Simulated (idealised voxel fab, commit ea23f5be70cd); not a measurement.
The following process module bears the name voxel released beams.
Cross-sectional view cut (width: 185 nm; square cell size: 5 nm).
A cross-section is written here as square cells arranged in a grid, and it is given in bands from the top down, each band taking up one or more rows of cells.
What a band's entry tells you: where the top is and where the bottom is, as heights in nm, and after that what lies inside, material by material from left to right, each with its width in nm. Empty space is written as the word "empty", and a single material marked with the word "all across" occupies the band from edge to edge.
The reference from which all heights are counted is 0, the level beneath which the as-received wafer is entirely one material; the lowest band, having no lower bound, proceeds downward and is written after the example "0 nm and below".
So if you see something like "30..40" for the width, read it as the top row of the band sitting at the first number and the bottom row at the second, with every row in between moving by the same amount as the last.
Step marked "changes: none"? Then no cell in the cross-section changed in it.
Entry "Completely sealed voids" = empty spaces >= 8 cells with no open way to the top; each as width x height at distance, distance from left edge, all nm.
What comes after the settings on a step's line is commentary from the simulator itself on that step.
overlay nm: for a step with a mask, the amount by which the mask lay right of where it was planned; a negative amount means left of it.

**Steps in the process plan**
1) RECEIVE [material Si]
2) CONFORMAL_DEP [material SiN] [thk nm 10]
3) DIRECTIONAL_DEP [material SiO2] [thk nm 10]
4) PATTERN [tone open] [mask id ANCHOR] [material resist] [width nm 25] [thk nm 15] [overlay nm 0]
5) DIRECTIONAL_ETCH [etch materials SiO2] [depth nm 10]
6) STRIP [etch materials resist]
7) CONFORMAL_DEP [material TiN] [thk nm 10]
8) MASKED_ETCH [tone cover] [mask id BEAM] [width nm 95] [etch materials TiN] [depth nm 10] [overlay nm 0]
9) STRIP [etch materials SiO2]

**Cross-section of the wafer upon arrival, representing the state reached after step 1**
> 0 nm and below  Si all across
> Completely sealed voids: none

**One mistake in running the module, otherwise start and plan as above: cross-section at the end**
> 25 nm to 15 nm  empty=40..45 / TiN=10..5 / empty=15 / TiN=70..5 / empty=50..115
> 15 nm to 10 nm  empty=45 / TiN=25 / empty=115
> 10 nm to 0 nm  SiN all across
> 0 nm and below  Si all across
> Completely sealed voids: none
Against the plan, the run slipped here: it should be noted that step 7 was executed with settings other than those planned, the operation and settings actually applied being CONFORMAL_DEP [material TiN] [thk nm 5]
